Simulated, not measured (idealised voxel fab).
You're looking at the process module voxel gate over fins.
Square cells of 5 nm make up the cross-section cut, whose width is 255 nm.
A cross-section is a grid of square cells, given in bands from the top down. A band is one or more rows of cells. Top, bottom (nm), then materials left to right with widths (nm); lone material tagged "everywhere" fills the whole band edge to edge; "blank" = empty space. For the purposes of this specification, 0 denotes the height below which the wafer in its as-received condition is composed wholly of one material, and the lowermost band, lacking a lower limit, extends downward without end, as expressed in "0 and below". The width entry "30..40" should be interpreted row by row: the top row of cells in the band takes the first number, the bottom row takes the second number, and the change between adjacent rows is uniform throughout. No cell of the cross-section changed in a step that is given as "remained the same". What "Internal closed voids" gives you is every empty space of 8 cells or more that is cut off from the top. Each appears as width x height at distance, with the distance taken from the left edge and width, height and distance all in nm. Step line, after settings: the simulator's comment on this step. Among the settings permitted on a step's line is "overlay nm"; applied to a step with a mask, it specifies the extent to which the mask lay to the right of its planned position, whereas a negative figure signifies a position to the left.
Planned process steps:
- 1: RECEIVE with material Si
- 2: CONFORMAL_DEP with material SiN, thk nm 5
- 3: MASKED_ETCH with tone cover, mask id FINS, width nm 15, pitch nm 45, etch materials SiN, depth nm 5, overlay nm 0
- 4: MASKED_ETCH with tone cover, mask id FINS, width nm 15, pitch nm 45, etch materials Si, depth nm 30, overlay nm 0
- 5: OXIDIZE with depth nm 5
- 6: FILL_DEP with material SiO2, thk nm 5
- 7: CMP with height nm 5
- 8: SELECTIVE_ETCH with etch materials SiO2, depth nm 15
- 9: STRIP with etch materials SiN
- 10: CONFORMAL_DEP with material HfO2, thk nm 5
- 11: CONFORMAL_DEP with material TiN, thk nm 5
- 12: FILL_DEP with material W, thk nm 15
- 13: CMP with height nm 20
- 14: CONFORMAL_DEP with material SiN, thk nm 5
Cross-sectional view of the wafer in its as-received condition, corresponding to the state after step 1:
- 0 and below  Si everywhere
- Internal closed voids: none
As-planned run: cross-section of the first of two wafers at end of module:
- 25 down to 20  SiN everywhere
- 20 down to 10  W everywhere
- 10 down to 5  W (45), then TiN (25), then W (20), then TiN (25), then W (20), then TiN (25), then W (20), then TiN (25), then W (50)
- 5 down to 0  W (45), then TiN (5), then HfO2 (15), then TiN (5), then W (20), then TiN (5), then HfO2 (15), then TiN (5), then W (20), then TiN (5), then HfO2 (15), then TiN (5), then W (20), then TiN (5), then HfO2 (15), then TiN (5), then W (50)
- 0 down to -5  TiN (50), then HfO2 (5), then Si (5), then HfO2 (5), then TiN (30), then HfO2 (5), then Si (5), then HfO2 (5), then TiN (30), then HfO2 (5), then Si (5), then HfO2 (5), then TiN (30), then HfO2 (5), then Si (5), then HfO2 (5), then TiN (55)
- -5 down to -10  HfO2 (55), then Si (5), then HfO2 (40), then Si (5), then HfO2 (40), then Si (5), then HfO2 (40), then Si (5), then HfO2 (60)
- -10 down to -35  SiO2 (55), then Si (5), then SiO2 (40), then Si (5), then SiO2 (40), then Si (5), then SiO2 (40), then Si (5), then SiO2 (60)
- -35 and below  Si everywhere
- Internal closed voids: none
End-of-module cross-section of the second wafer: identical starting point and process plan to the first, with one processing mistake:
- 25 down to 20  SiN everywhere
- 20 down to 10  W everywhere
- 10 down to 5  W (40), then TiN (35), then W (10), then TiN (35), then W (10), then TiN (35), then W (10), then TiN (35), then W (45)
- 5 down to 0  W (40), then TiN (5), then HfO2 (25), then TiN (5), then W (10), then TiN (5), then HfO2 (25), then TiN (5), then W (10), then TiN (5), then HfO2 (25), then TiN (5), then W (10), then TiN (5), then HfO2 (25), then TiN (5), then W (45)
- 0 down to -5  TiN (45), then HfO2 (5), then Si (15), then HfO2 (5), then TiN (20), then HfO2 (5), then Si (15), then HfO2 (5), then TiN (20), then HfO2 (5), then Si (15), then HfO2 (5), then TiN (20), then HfO2 (5), then Si (15), then HfO2 (5), then TiN (50)
- -5 down to -10  HfO2 (50), then Si (15), then HfO2 (30), then Si (15), then HfO2 (30), then Si (15), then HfO2 (30), then Si (15), then HfO2 (55)
- -10 down to -35  SiO2 (50), then Si (15), then SiO2 (30), then Si (15), then SiO2 (30), then Si (15), then SiO2 (30), then Si (15), then SiO2 (55)
- -35 and below  Si everywhere
- Internal closed voids: none
What went wrong in running the wafer? step 3, actual vs plan mismatch, actual run MASKED_ETCH with tone cover, mask id FINS, width nm 25, pitch nm 45, etch materials SiN, depth nm 5, overlay nm 0
Heads up, by the end the second wafer has more or fewer cells of some materials compared to the first: Si +56, SiO2 -40, W -16
